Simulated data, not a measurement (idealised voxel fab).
process module | voxel wiring stack
cross-section cut | 155 nm wide | cells 5 nm
A cross-section is a grid of square cells, given in bands from the top down. A band is one or more rows of cells.
Each band's line starts with the height of the band's top and of its bottom, in nm. Then come its materials from left to right, each with its width in nm. One material with "throughout" fills the band from edge to edge. "air" is empty space.
Height 0 is the level under which the wafer as received is all one material. The lowest band goes on downwards, as in "0 down".
A width such as "30 to 40" changes by the same amount from each row of cells to the next, from the band's top row to its bottom row.
"no change" after a step means that no cell of the cross-section changed.
closed voids: empty space of 8 cells or more with no open way to the top, each as width x height at its distance from the left edge, in nm
after a step's settings: what the simulator itself notes on the step
overlay nm, on a step with a mask: how far to the right of its planned place the mask lay; to the left if negative
plan
1 op RECEIVE | material Si
2 op CONFORMAL_DEP | material SiO2 | thk nm 10
3 op DIRECTIONAL_DEP | material TiN | thk nm 5
4 op DIRECTIONAL_DEP | material Ru | thk nm 25
5 op PATTERN | tone cover | mask id METAL_1 | material resist | width nm 30 | pitch nm 45 | thk nm 20 | overlay nm 0
6 op DIRECTIONAL_ETCH | etch materials Ru | depth nm 25
7 op DIRECTIONAL_ETCH | etch materials TiN | depth nm 5
8 op STRIP | etch materials resist
9 op CONFORMAL_DEP | material SiN | thk nm 5
10 op FILL_DEP | material SiO2 | thk nm 5
11 op CMP | height nm 40
12 op CONFORMAL_DEP | material SiCN | thk nm 5
13 op DIRECTIONAL_DEP | material SiO2 | thk nm 30
14 op DIRECTIONAL_DEP | material aC | thk nm 10
15 op PATTERN | tone open | mask id METAL_2_HOLES | material resist | width nm 15 | pitch nm 45 | thk nm 25 | overlay nm 0
16 op DIRECTIONAL_ETCH | etch materials aC | depth nm 10
17 op STRIP | etch materials resist
18 op DIRECTIONAL_ETCH | etch materials SiO2 | depth nm 30
19 op STRIP | etch materials aC
20 op DIRECTIONAL_DEP | material aC | thk nm 15
21 op PATTERN | tone open | mask id METAL_2 | material resist | width nm 30 | pitch nm 45 | thk nm 35 | overlay nm 0
22 op DIRECTIONAL_ETCH | etch materials aC | depth nm 15
23 op STRIP | etch materials resist
24 op DIRECTIONAL_ETCH | etch materials SiO2 | depth nm 15
25 op DIRECTIONAL_ETCH | etch materials SiCN | depth nm 5
26 op STRIP | etch materials aC
27 op CONFORMAL_DEP | material TiN | thk nm 5
28 op FILL_DEP | material Cu | thk nm 5
29 op CMP | height nm 75
30 op CONFORMAL_DEP | material SiCN | thk nm 5
31 op DIRECTIONAL_DEP | material lowk | thk nm 10
32 op DIRECTIONAL_DEP | material aC | thk nm 15
33 op PATTERN | tone open | mask id PLUG_2 | material resist | width nm 15 | pitch nm 45 | thk nm 30 | overlay nm 0
34 op DIRECTIONAL_ETCH | etch materials aC | depth nm 15
35 op STRIP | etch materials resist
36 op DIRECTIONAL_ETCH | etch materials lowk | depth nm 10
37 op DIRECTIONAL_ETCH | etch materials SiCN | depth nm 5
38 op STRIP | etch materials aC
39 op CONFORMAL_DEP | material TiN | thk nm 5
40 op FILL_DEP | material Cu | thk nm 5
41 op CMP | height nm 90
42 op DIRECTIONAL_DEP | material TiN | thk nm 5
43 op DIRECTIONAL_DEP | material W | thk nm 20
44 op DIRECTIONAL_DEP | material aC | thk nm 15
45 op PATTERN | tone cover | mask id METAL_3 | material resist | width nm 30 | pitch nm 45 | thk nm 30 | overlay nm 0
46 op DIRECTIONAL_ETCH | etch materials aC | depth nm 15
47 op STRIP | etch materials resist
48 op DIRECTIONAL_ETCH | etch materials W | depth nm 20
49 op DIRECTIONAL_ETCH | etch materials TiN | depth nm 5
50 op STRIP | etch materials aC
51 op CONFORMAL_DEP | material SiN | thk nm 5
52 op FILL_DEP | material lowk | thk nm 5
53 op CMP | height nm 115
54 op CONFORMAL_DEP | material SiN | thk nm 5
as received, after step 1
  0 down: Si throughout
  closed voids: none
a wafer at the end: this start, this plan, one mistake
  120 to 115: SiN throughout
  115 to 110: lowk throughout
  110 to 105: lowk 10 | SiN 40 | lowk 5 | SiN 40 | lowk 5 | SiN 40 | lowk 15
  105 to 85: lowk 10 | SiN 5 | W 30 | SiN 5 | lowk 5 | SiN 5 | W 30 | SiN 5 | lowk 5 | SiN 5 | W 30 | SiN 5 | lowk 15
  85 to 80: SiN 15 | TiN 30 | SiN 15 | TiN 30 | SiN 15 | TiN 30 | SiN 20
  80 to 75: SiCN 15 | TiN 15 | SiCN 30 | TiN 15 | SiCN 30 | TiN 15 | SiCN 35
  75 to 65: SiO2 15 | TiN 5 | Cu 20 | TiN 5 | SiO2 15 | TiN 5 | Cu 20 | TiN 5 | SiO2 15 | TiN 5 | Cu 20 | TiN 5 | SiO2 20
  65 to 60: SiO2 15 | TiN 5 | Cu 5 | TiN 20 | SiO2 15 | TiN 5 | Cu 5 | TiN 20 | SiO2 15 | TiN 5 | Cu 5 | TiN 20 | SiO2 20
  60 to 45: SiO2 15 | TiN 5 | Cu 5 | TiN 5 | SiO2 30 | TiN 5 | Cu 5 | TiN 5 | SiO2 30 | TiN 5 | Cu 5 | TiN 5 | SiO2 35
  45 to 40: SiCN 15 | TiN 15 | SiCN 30 | TiN 15 | SiCN 30 | TiN 15 | SiCN 35
  40 to 15: SiO2 10 | SiN 5 | Ru 30 | SiN 5 | SiO2 5 | SiN 5 | Ru 30 | SiN 5 | SiO2 5 | SiN 5 | Ru 30 | SiN 5 | SiO2 15
  15 to 10: SiN 15 | TiN 30 | SiN 15 | TiN 30 | SiN 15 | TiN 30 | SiN 20
  10 to 0: SiO2 throughout
  0 down: Si throughout
  closed voids: none
what went wrong: step 41 ran as: op CMP | height nm 80
